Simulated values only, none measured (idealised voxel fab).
process module | voxel ribs on slabs
cross-section cut | 255 nm wide | cells 5 nm
A cross-section is a grid of square cells, given in bands from the top down. A band is one or more rows of cells.
Each band's line starts with the height of the band's top and of its bottom, in nm. Then come its materials from left to right, each with its width in nm. One material with "throughout" fills the band from edge to edge. "air" is empty space.
Height 0 is the level under which the wafer as received is all one material. The lowest band goes on downwards, as in "0 down".
A width such as "30 to 40" changes by the same amount from each row of cells to the next, from the band's top row to its bottom row.
"no change" after a step means that no cell of the cross-section changed.
closed voids: empty space of 8 cells or more with no open way to the top, each as width x height at its distance from the left edge, in nm
after a step's settings: what the simulator itself notes on the step
overlay nm, on a step with a mask: how far to the right of its planned place the mask lay; to the left if negative
plan
1 op RECEIVE | material Si
2 op DIRECTIONAL_DEP | material SiO2 | thk nm 30
3 op DIRECTIONAL_DEP | material polySi | thk nm 15
4 op MASKED_ETCH | tone cover | mask id RIB | width nm 20 | etch materials polySi | depth nm 10 | overlay nm 0
5 op DIRECTIONAL_DEP | material aC | thk nm 10
6 op PATTERN | tone cover | mask id SLAB | material resist | width nm 80 | thk nm 25 | overlay nm 0
7 op DIRECTIONAL_ETCH | etch materials aC | depth nm 10
8 op STRIP | etch materials resist
9 op DIRECTIONAL_ETCH | etch materials polySi | depth nm 5
10 op STRIP | etch materials aC
11 op FILL_DEP | material SiO2 | thk nm 20
12 op CMP | height nm 60
13 op DIRECTIONAL_DEP | material W | thk nm 10
14 op DIRECTIONAL_DEP | material aC | thk nm 15
15 op PATTERN | tone cover | mask id HEATER | material resist | width nm 30 | thk nm 30 | overlay nm 0
16 op DIRECTIONAL_ETCH | etch materials aC | depth nm 15
17 op STRIP | etch materials resist
18 op DIRECTIONAL_ETCH | etch materials W | depth nm 10
19 op STRIP | etch materials aC
20 op CONFORMAL_DEP | material SiO2 | thk nm 10
as received, after step 1
  0 down: Si throughout
  closed voids: none
first wafer at the end, as planned
  80 to 70: air 100 | SiO2 50 | air 105
  70 to 60: SiO2 110 | W 30 | SiO2 115
  60 to 45: SiO2 throughout
  45 to 35: SiO2 115 | polySi 20 | SiO2 120
  35 to 30: SiO2 85 | polySi 80 | SiO2 90
  30 to 0: SiO2 throughout
  0 down: Si throughout
  closed voids: none
second wafer at the end: like start, like plan, one mistake
  80 to 70: air 100 | SiO2 50 | air 105
  70 to 60: SiO2 110 | W 30 | SiO2 115
  60 to 45: SiO2 throughout
  45 to 35: SiO2 115 | polySi 20 | SiO2 120
  35 to 30: SiO2 90 | polySi 70 | SiO2 95
  30 to 0: SiO2 throughout
  0 down: Si throughout
  closed voids: none
what went wrong: step 6 ran as: op PATTERN | tone cover | mask id SLAB | material resist | width nm 70 | thk nm 25 | overlay nm 0
at the end the second wafer has, in cells: 2 more of SiO2 | 2 fewer of polySi
